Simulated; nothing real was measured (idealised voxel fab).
A process module follows: voxel trench capacitor.
We display cut, a cross-section 145 nm in width whose square cells are each 5 nm.
For the purposes of this document, a cross-section shall be understood as a grid of square cells, specified as bands listed in top-to-bottom order, each band consisting of one or more rows of cells.
Basically the band line says how high the top is and how high the bottom is, in nm, and then what's in it from left to right, every material with its width in nm. Empty space shows up as "empty", and if a single material carries "throughout" it runs the full band edge to edge.
The reference from which all heights are counted is 0, the level beneath which the as-received wafer is entirely one material; the lowest band, having no lower bound, proceeds downward and is written after the example "from 0 down".
Read "30..40" as a graded width: first number on top, second number at the bottom, same change between each pair of neighbouring rows.
"remained the same" (step): cross-section cells unchanged, all of them.
You'll see "Sealed voids" listing empty spaces that have no way open to the top, as long as they're 8 cells or more; the notation is width x height at distance, where the distance is from the left edge, and all of it is in nm.
On each step's line, the part that comes after the settings is the simulator's own comment on the step.
overlay nm, on a step with a mask: how far to the right of its planned place the mask lay; to the left if negative
This section lists the process steps that were planned:
step 1: RECEIVE,material Si
step 2: CONFORMAL_DEP,material SiN,thk nm 10
step 3: MASKED_ETCH,tone open,mask id TRENCH,width nm 30,pitch nm 45,etch materials SiN,depth nm 10,overlay nm 0
step 4: MASKED_ETCH,tone open,mask id TRENCH,width nm 30,pitch nm 45,etch materials Si,depth nm 40,overlay nm 0
step 5: CONFORMAL_DEP,material HfO2,thk nm 5
step 6: CONFORMAL_DEP,material TiN,thk nm 5
step 7: FILL_DEP,material W,thk nm 10
step 8: CMP,height nm 10
As-received wafer cross-section (after step 1):
- from 0 down: Si throughout
- Sealed voids: none
Sectioned view, first of two wafers, at the close of the module, processed as intended in the plan:
- from 10 to 0: 35 nm SiN, then 5 nm HfO2, then 5 nm TiN, then 10 nm W, then 5 nm TiN, then 5 nm HfO2, then 15 nm SiN, then 5 nm HfO2, then 5 nm TiN, then 10 nm W, then 5 nm TiN, then 5 nm HfO2, then 35 nm SiN
- from 0 to -30: 35 nm Si, then 5 nm HfO2, then 5 nm TiN, then 10 nm W, then 5 nm TiN, then 5 nm HfO2, then 15 nm Si, then 5 nm HfO2, then 5 nm TiN, then 10 nm W, then 5 nm TiN, then 5 nm HfO2, then 35 nm Si
- from -30 to -35: 35 nm Si, then 5 nm HfO2, then 20 nm TiN, then 5 nm HfO2, then 15 nm Si, then 5 nm HfO2, then 20 nm TiN, then 5 nm HfO2, then 35 nm Si
- from -35 to -40: 35 nm Si, then 30 nm HfO2, then 15 nm Si, then 30 nm HfO2, then 35 nm Si
- from -40 down: Si throughout
- Sealed voids: none
Cross-sectional image of the second wafer of the two following completion of the module. Starting state and process plan were the same as for the first wafer; one execution error occurred:
- from 10 to 0: 35 nm SiN, then 5 nm TiN, then 20 nm W, then 5 nm TiN, then 15 nm SiN, then 5 nm TiN, then 20 nm W, then 5 nm TiN, then 35 nm SiN
- from 0 to -35: 35 nm Si, then 5 nm TiN, then 20 nm W, then 5 nm TiN, then 15 nm Si, then 5 nm TiN, then 20 nm W, then 5 nm TiN, then 35 nm Si
- from -35 to -40: 35 nm Si, then 30 nm TiN, then 15 nm Si, then 30 nm TiN, then 35 nm Si
- from -40 down: Si throughout
- Sealed voids: none
Deviation noted in wafer processing: heads up, step 5 of the plan was skipped and never actually ran
It is noted that, at the conclusion of processing, the second wafer exhibits a higher or lower cell count for certain materials relative to the first: HfO2 -48; TiN +8; W +40
